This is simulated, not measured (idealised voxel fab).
This section sets out a process module, namely voxel capacitor over wiring.
Cross-section cut: width 295 nm, square cells of 5 nm.
Cross-section = grid of square cells, listed top down in bands; band = one or more rows.
First you get the band's top height and its bottom height, in nm, and then the materials it's made of, left to right, with each width in nm. If you see a single material with "full width", that one covers the band edge to edge. "blank" is empty space.
Ref level 0: as-received wafer is one material below here. Bottom band extends down with no lower bound ("0 -> down").
Graded width ("30..40"): value in top row of band = first number; value in bottom row = second number; row-to-row change constant.
Basically "left unchanged" means that step didn't change any cell in the cross-section.
"Sealed void inventory" - sealed voids, min. 8 cells, no opening to top; format: width x height at distance (distance from left edge; nm throughout).
Text after the settings on a step's line: the simulator's own remark on that step.
The "overlay nm" setting may appear on a step's line; for a step that uses a mask, it gives how far to the right of its planned position the mask lay, and a negative value indicates the left.

### Process steps (planned)
step 1: RECEIVE with material Si
step 2: CONFORMAL_DEP with material SiO2, thk nm 15
step 3: CONFORMAL_DEP with material SiCN, thk nm 5
step 4: DIRECTIONAL_DEP with material SiO2, thk nm 20
step 5: MASKED_ETCH with tone open, mask id METAL_1, width nm 20, pitch nm 85, etch materials SiO2, depth nm 20, overlay nm 0
step 6: MASKED_ETCH with tone open, mask id METAL_1, width nm 20, pitch nm 85, etch materials SiCN, depth nm 5, overlay nm 0
step 7: CONFORMAL_DEP with material TiN, thk nm 5
step 8: FILL_DEP with material Cu, thk nm 10
step 9: CMP with height nm 40
step 10: CONFORMAL_DEP with material SiCN, thk nm 5
step 11: DIRECTIONAL_DEP with material SiO2, thk nm 10
step 12: DIRECTIONAL_DEP with material aC, thk nm 15
step 13: PATTERN with tone open, mask id PLUG_1, material resist, width nm 15, thk nm 35, overlay nm 0
step 14: DIRECTIONAL_ETCH with etch materials aC, depth nm 15
step 15: STRIP with etch materials resist
step 16: DIRECTIONAL_ETCH with etch materials SiO2, depth nm 10
step 17: DIRECTIONAL_ETCH with etch materials SiCN, depth nm 5
step 18: STRIP with etch materials aC
step 19: EPI with material Ru, thk nm 10
step 20: EPI with material Ru, thk nm 5
step 21: DIRECTIONAL_DEP with material TiN, thk nm 10
step 22: DIRECTIONAL_DEP with material SiN, thk nm 5
step 23: DIRECTIONAL_DEP with material TiN, thk nm 5
step 24: DIRECTIONAL_DEP with material aC, thk nm 15
step 25: PATTERN with tone cover, mask id UPPER_PLATE, material resist, width nm 70, thk nm 30, overlay nm 0
step 26: DIRECTIONAL_ETCH with etch materials aC, depth nm 15
step 27: STRIP with etch materials resist
step 28: DIRECTIONAL_ETCH with etch materials TiN, depth nm 5
step 29: DIRECTIONAL_ETCH with etch materials SiN, depth nm 5
step 30: STRIP with etch materials aC
step 31: DIRECTIONAL_DEP with material aC, thk nm 15
step 32: PATTERN with tone cover, mask id LOWER_PLATE, material resist, width nm 80, thk nm 30, overlay nm 0
step 33: DIRECTIONAL_ETCH with etch materials aC, depth nm 15
step 34: STRIP with etch materials resist
step 35: DIRECTIONAL_ETCH with etch materials TiN, depth nm 10
step 36: STRIP with etch materials aC
step 37: FILL_DEP with material SiO2, thk nm 15
step 38: CMP with height nm 85
step 39: DIRECTIONAL_DEP with material aC, thk nm 10
step 40: PATTERN with tone open, mask id PLUG_2, material resist, width nm 15, thk nm 25, overlay nm 0
step 41: DIRECTIONAL_ETCH with etch materials aC, depth nm 10
step 42: STRIP with etch materials resist
step 43: DIRECTIONAL_ETCH with etch materials SiO2, depth nm 10
step 44: STRIP with etch materials aC
step 45: CONFORMAL_DEP with material TiN, thk nm 5
step 46: FILL_DEP with material Cu, thk nm 5
step 47: CMP with height nm 85
step 48: CONFORMAL_DEP with material SiN, thk nm 5

### Cross-section of the wafer at receipt, which is the condition after step 1
	0 -> down | Si full width
	Sealed void inventory: none

### The first of two wafers, cross-sectioned at the end of the module, with the run proceeding as planned
	90 -> 85 | SiN full width
	85 -> 80 | SiO2 110  TiN 5  Cu 5  TiN 5  SiO2 170
	80 -> 70 | SiO2 110..100  TiN 15..70  SiO2 170..125
	70 -> 65 | SiO2 100  SiN 70  SiO2 125
	65 -> 55 | SiO2 95  TiN 80  SiO2 120
	55 -> 45 | SiO2 100  Ru 15  SiO2 180
	45 -> 40 | SiCN 100  Ru 15  SiCN 180
	40 -> 20 | SiO2 95  TiN 5  Cu 10  TiN 5  SiO2 65  TiN 5  Cu 10  TiN 5  SiO2 95
	20 -> 15 | SiCN 95  TiN 20  SiCN 65  TiN 20  SiCN 95
	15 -> 0 | SiO2 full width
	0 -> down | Si full width
	Sealed void inventory: none

### Cross-sectional view of the second of two wafers upon completion of the module. This wafer shared its starting condition and process plan with the first; one error was made during its execution
	90 -> 85 | SiN full width
	85 -> 80 | SiO2 110  TiN 5  Cu 5  TiN 5  SiO2 170
	80 -> 70 | SiO2 110..100  TiN 15..70  SiO2 170..125
	70 -> 65 | SiO2 full width
	65 -> 55 | TiN full width
	55 -> 45 | SiO2 100  Ru 15  SiO2 180
	45 -> 40 | SiCN 100  Ru 15  SiCN 180
	40 -> 20 | SiO2 95  TiN 5  Cu 10  TiN 5  SiO2 65  TiN 5  Cu 10  TiN 5  SiO2 95
	20 -> 15 | SiCN 95  TiN 20  SiCN 65  TiN 20  SiCN 95
	15 -> 0 | SiO2 full width
	0 -> down | Si full width
	Sealed void inventory: none
Error vs. plan: rather than as planned, step 22 actually ran as DIRECTIONAL_DEP with material SiO2, thk nm 5
Count the cells at the end and the second wafer has more or fewer of some materials than the first: SiN: 14 fewer | SiO2: 72 fewer | TiN: 86 more
